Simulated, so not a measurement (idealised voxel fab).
process module | voxel self aligned vias
cross-section cut | 170 nm wide | cells 5 nm
A cross-section is a grid of square cells, given in bands from the top down. A band is one or more rows of cells.
Each band's line starts with the height of the band's top and of its bottom, in nm. Then come its materials from left to right, each with its width in nm. One material with "throughout" fills the band from edge to edge. "air" is empty space.
Height 0 is the level under which the wafer as received is all one material. The lowest band goes on downwards, as in "0 down".
A width such as "30 to 40" changes by the same amount from each row of cells to the next, from the band's top row to its bottom row.
"no change" after a step means that no cell of the cross-section changed.
closed voids: empty space of 8 cells or more with no open way to the top, each as width x height at its distance from the left edge, in nm
after a step's settings: what the simulator itself notes on the step
overlay nm, on a step with a mask: how far to the right of its planned place the mask lay; to the left if negative
plan
1 op RECEIVE | material Si
2 op CONFORMAL_DEP | material SiO2 | thk nm 15
3 op CONFORMAL_DEP | material SiCN | thk nm 5
4 op DIRECTIONAL_DEP | material lowk | thk nm 30
5 op PATTERN | tone open | mask id LINES | material resist | width nm 25 | pitch nm 50 | thk nm 20 | overlay nm 0
6 op DIRECTIONAL_ETCH | etch materials lowk | depth nm 30
7 op STRIP | etch materials resist
8 op CONFORMAL_DEP | material TiN | thk nm 5
9 op FILL_DEP | material W | thk nm 5
10 op CMP | height nm 50
11 op SELECTIVE_ETCH | etch materials W Ru TiN | depth nm 5
12 op FILL_DEP | material SiN | thk nm 5
13 op CMP | height nm 50
14 op DIRECTIONAL_DEP | material lowk | thk nm 15
15 op MASKED_ETCH | tone open | mask id VIAS | width nm 35 | pitch nm 100 | etch materials lowk | depth nm 15 | overlay nm 0
16 op MASKED_ETCH | tone open | mask id VIAS | width nm 35 | pitch nm 100 | etch materials SiN | depth nm 5 | overlay nm 0
17 op CONFORMAL_DEP | material TiN | thk nm 5
18 op FILL_DEP | material W | thk nm 10
19 op CMP | height nm 65
20 op CONFORMAL_DEP | material SiN | thk nm 5
as received, after step 1
  0 down: Si throughout
  closed voids: none
a wafer at the end: this start, this plan, one mistake
  70 to 65: SiN throughout
  65 to 55: lowk 15 | TiN 5 | W 25 | TiN 5 | lowk 65 | TiN 5 | W 25 | TiN 5 | lowk 20
  55 to 50: lowk 15 | TiN 10 | W 15 | TiN 10 | lowk 65 | TiN 10 | W 15 | TiN 10 | lowk 20
  50 to 45: lowk 20 | TiN 25 | lowk 25 | SiN 25 | lowk 25 | TiN 25 | lowk 25
  45 to 40: lowk 20 | TiN 5 | W 15 | TiN 5 | lowk 25 | TiN 5 | W 15 | TiN 5 | lowk 25 | TiN 5 | W 15 | TiN 5 | lowk 25
  40 to 35: lowk 20 | TiN 25 | lowk 25 | TiN 25 | lowk 25 | TiN 25 | lowk 25
  35 to 30: SiCN throughout
  30 to 0: SiO2 throughout
  0 down: Si throughout
  closed voids: none
what went wrong: step 2 was run twice
